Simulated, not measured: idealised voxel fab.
process module | voxel lift off
cross-section cut | 235 nm wide | cells 5 nm
A cross-section is a grid of square cells, given in bands from the top down. A band is one or more rows of cells.
Each band's line starts with the height of the band's top and of its bottom, in nm. Then come its materials from left to right, each with its width in nm. One material with "throughout" fills the band from edge to edge. "air" is empty space.
Height 0 is the level under which the wafer as received is all one material. The lowest band goes on downwards, as in "0 down".
A width such as "30 to 40" changes by the same amount from each row of cells to the next, from the band's top row to its bottom row.
"no change" after a step means that no cell of the cross-section changed.
closed voids: empty space of 8 cells or more with no open way to the top, each as width x height at its distance from the left edge, in nm
after a step's settings: what the simulator itself notes on the step
overlay nm, on a step with a mask: how far to the right of its planned place the mask lay; to the left if negative
plan
1 op RECEIVE | material Si
2 op CONFORMAL_DEP | material SiN | thk nm 15
3 op PATTERN | tone open | mask id LINES | material resist | width nm 15 | pitch nm 30 | thk nm 20 | overlay nm 0
4 op DIRECTIONAL_DEP | material Ru | thk nm 5
5 op STRIP | etch materials resist
6 op CONFORMAL_DEP | material SiCN | thk nm 10
varied across the wafers: thk nm of step 4. The plan shows the first wafer's value. All wafers start alike
first wafer as received, after step 1
  0 down: Si throughout
  closed voids: none
each wafer at the end: cells of each material gained (+) or lost (-) since it was received, then its closed voids
thk nm 5 | +9 Ru | +104 SiCN | +141 SiN | closed voids: none
thk nm 10 | +18 Ru | +114 SiCN | +141 SiN | closed voids: none
thk nm 15 | +27 Ru | +124 SiCN | +141 SiN | closed voids: none
